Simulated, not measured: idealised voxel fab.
process module | voxel plated lines
cross-section cut | 300 nm wide | cells 5 nm
A cross-section is a grid of square cells, given in bands from the top down. A band is one or more rows of cells.
Each band's line starts with the height of the band's top and of its bottom, in nm. Then come its materials from left to right, each with its width in nm. One material with "throughout" fills the band from edge to edge. "air" is empty space.
Height 0 is the level under which the wafer as received is all one material. The lowest band goes on downwards, as in "0 down".
A width such as "30 to 40" changes by the same amount from each row of cells to the next, from the band's top row to its bottom row.
"no change" after a step means that no cell of the cross-section changed.
closed voids: empty space of 8 cells or more with no open way to the top, each as width x height at its distance from the left edge, in nm
after a step's settings: what the simulator itself notes on the step
overlay nm, on a step with a mask: how far to the right of its planned place the mask lay; to the left if negative
plan
1 op RECEIVE | material Si
2 op CONFORMAL_DEP | material Al2O3 | thk nm 10
3 op DIRECTIONAL_DEP | material TiN | thk nm 5
4 op PATTERN | tone open | mask id LINES | material resist | width nm 15 | pitch nm 45 | thk nm 35 | overlay nm -15
5 op EPI | material Ru | thk nm 10
6 op EPI | material Ru | thk nm 10
7 op EPI | material Ru | thk nm 10
8 op STRIP | etch materials resist
9 op DIRECTIONAL_ETCH | etch materials TiN | depth nm 5
10 op CONFORMAL_DEP | material SiN | thk nm 5
varied across the wafers: overlay nm of step 4. The plan shows the first wafer's value. All wafers start alike
first wafer as received, after step 1
  0 down: Si throughout
  closed voids: none
first wafer at the end, after step 10
  50 to 45: air 75 | SiN 25 | air 20 | SiN 25 | air 20 | SiN 25 | air 110
  45 to 15: air 75 | SiN 5 | Ru 15 | SiN 5 | air 20 | SiN 5 | Ru 15 | SiN 5 | air 20 | SiN 5 | Ru 15 | SiN 5 | air 110
  15 to 10: SiN 80 | TiN 15 | SiN 30 | TiN 15 | SiN 30 | TiN 15 | SiN 115
  10 to 0: Al2O3 throughout
  0 down: Si throughout
  closed voids: none
last wafer at the end
  50 to 45: air 105 | SiN 25 | air 20 | SiN 25 | air 20 | SiN 25 | air 80
  45 to 15: air 105 | SiN 5 | Ru 15 | SiN 5 | air 20 | SiN 5 | Ru 15 | SiN 5 | air 20 | SiN 5 | Ru 15 | SiN 5 | air 80
  15 to 10: SiN 110 | TiN 15 | SiN 30 | TiN 15 | SiN 30 | TiN 15 | SiN 85
  10 to 0: Al2O3 throughout
  0 down: Si throughout
  closed voids: none
each wafer at the end: cells of each material gained (+) or lost (-) since it was received, then its closed voids
overlay nm -15 | +120 Al2O3 | +54 Ru | +102 SiN | +9 TiN | closed voids: none
overlay nm -10 | +120 Al2O3 | +54 Ru | +102 SiN | +9 TiN | closed voids: none
overlay nm -5 | +120 Al2O3 | +54 Ru | +102 SiN | +9 TiN | closed voids: none
overlay nm 0 | +120 Al2O3 | +54 Ru | +102 SiN | +9 TiN | closed voids: none
overlay nm 5 | +120 Al2O3 | +54 Ru | +102 SiN | +9 TiN | closed voids: none
overlay nm 10 | +120 Al2O3 | +54 Ru | +102 SiN | +9 TiN | closed voids: none
overlay nm 15 | +120 Al2O3 | +54 Ru | +102 SiN | +9 TiN | closed voids: none
